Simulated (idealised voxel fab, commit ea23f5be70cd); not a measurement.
Documented hereafter: the process module known as voxel fin reveal.
In the cross-section labelled cut, the width is 285 nm and each square cell is 5 nm.
A cross-section is written here as square cells arranged in a grid, and it is given in bands from the top down, each band taking up one or more rows of cells.
Band: top height; bottom height; in nm. Then, left to right: material with width in nm, for each material. "edge to edge": a single material spanning edge to edge. "air": empty space.
Heights from 0 (as-received wafer is one material below). Bottom band endless downward, as "0 down".
You'd read "30 to 40" like this: the band's top row of cells is as wide as the first number, its bottom row is as wide as the second, and going down, every row changes width by the same amount as the row before did.
"remains unaltered" -> step changed no cross-section cell.
Basically, "Voids, fully enclosed" tells you about the enclosed voids: empty spaces with no open way to the top, 8 cells or bigger, each written width x height at distance, where distance is from the left edge, all in nm.
Read whatever lies past the settings on a step's line as the simulator's own remark about the step.
What "overlay nm" on a step's line means: if the step has a mask, that mask lay this far to the right of its planned place, or, when the value is negative, to the left.
PROCESS STEPS FORESEEN IN THE PLAN
step 1: RECEIVE with material Si
step 2: CONFORMAL_DEP with material SiN, thk nm 10
step 3: MASKED_ETCH with tone cover, mask id FINS, width nm 15, pitch nm 35, etch materials SiN, depth nm 10, overlay nm 0
step 4: MASKED_ETCH with tone cover, mask id FINS, width nm 15, pitch nm 35, etch materials Si, depth nm 30, overlay nm 0
step 5: OXIDIZE with depth nm 5
step 6: FILL_DEP with material SiO2, thk nm 15
step 7: CMP with height nm 10
step 8: SELECTIVE_ETCH with etch materials SiO2, depth nm 20
step 9: STRIP with etch materials SiN
step 10: CONFORMAL_DEP with material SiO2, thk nm 5
THE FIRST OF TWO WAFERS, RUN AS PLANNED
AS RECEIVED, AFTER STEP 1
	0 down  Si edge to edge
	Voids, fully enclosed: none
SECTIONAL VIEW: WAFER, AFTER STEP 2
	10 to 0  SiN edge to edge
	Beneath the level 0, the cross-section is identical to its previous state.
SECTIONAL VIEW: WAFER, AFTER STEP 3
	10 to 0  air 80; SiN 15; air 20; SiN 15; air 20; SiN 15; air 20; SiN 15; air 85
	Beneath the level 0, the cross-section is identical to its previous state.
SECTIONAL VIEW: WAFER, AFTER STEP 4
	10 to 0  air 80; SiN 15; air 20; SiN 15; air 20; SiN 15; air 20; SiN 15; air 85
	0 to -30  air 80; Si 15; air 20; Si 15; air 20; Si 15; air 20; Si 15; air 85
	Beneath the level -30, the cross-section is identical to its previous state.
SECTIONAL VIEW: WAFER, AFTER STEP 5
	10 to 0  air 80; SiN 15; air 20; SiN 15; air 20; SiN 15; air 20; SiN 15; air 85
	0 to -30  air 80; SiO2 5; Si 5; SiO2 5; air 20; SiO2 5; Si 5; SiO2 5; air 20; SiO2 5; Si 5; SiO2 5; air 20; SiO2 5; Si 5; SiO2 5; air 85
	-30 to -35  SiO2 85; Si 5; SiO2 30; Si 5; SiO2 30; Si 5; SiO2 30; Si 5; SiO2 90
	Beneath the level -35, the cross-section is identical to its previous state.
SECTIONAL VIEW: WAFER, AFTER STEP 6
	25 to 10  SiO2 edge to edge
	10 to 0  SiO2 80; SiN 15; SiO2 20; SiN 15; SiO2 20; SiN 15; SiO2 20; SiN 15; SiO2 85
	0 to -35  SiO2 85; Si 5; SiO2 30; Si 5; SiO2 30; Si 5; SiO2 30; Si 5; SiO2 90
	Beneath the level -35, the cross-section is identical to its previous state.
SECTIONAL VIEW: WAFER, AFTER STEP 7
	10 to 0  SiO2 80; SiN 15; SiO2 20; SiN 15; SiO2 20; SiN 15; SiO2 20; SiN 15; SiO2 85
	Beneath the level 0, the cross-section is identical to its previous state.
SECTIONAL VIEW: WAFER, AFTER STEP 8
	10 to 0  air 80; SiN 15; air 20; SiN 15; air 20; SiN 15; air 20; SiN 15; air 85
	0 to -10  air 85; Si 5; air 30; Si 5; air 30; Si 5; air 30; Si 5; air 90
	Beneath the level -10, the cross-section is identical to its previous state.
SECTIONAL VIEW: WAFER, AFTER STEP 9
	0 to -10  air 85; Si 5; air 30; Si 5; air 30; Si 5; air 30; Si 5; air 90
	Beneath the level -10, the cross-section is identical to its previous state.
SECTIONAL VIEW: WAFER, AFTER STEP 10
	5 to 0  air 80; SiO2 15; air 20; SiO2 15; air 20; SiO2 15; air 20; SiO2 15; air 85
	0 to -5  air 80; SiO2 5; Si 5; SiO2 5; air 20; SiO2 5; Si 5; SiO2 5; air 20; SiO2 5; Si 5; SiO2 5; air 20; SiO2 5; Si 5; SiO2 5; air 85
	-5 to -35  SiO2 85; Si 5; SiO2 30; Si 5; SiO2 30; Si 5; SiO2 30; Si 5; SiO2 90
	Beneath the level -35, the cross-section is identical to its previous state.
THE SECOND WAFER WAS PREPARED FROM THE SAME STARTING POINT AND UNDER THE SAME PLAN AS THE FIRST; ITS PROCESSING CONTAINED ONE MISTAKE, AND IT REMAINS INDISTINGUISHABLE FROM THE FIRST WAFER UP TO AND INCLUDING STEP 9
when step 10 should have ended: remains unaltered
what went wrong: step 10 from the plan never happened, it was just skipped
Wrapping up, a cell-based count of both wafers puts the second over or under the first for these materials: -73 SiO2
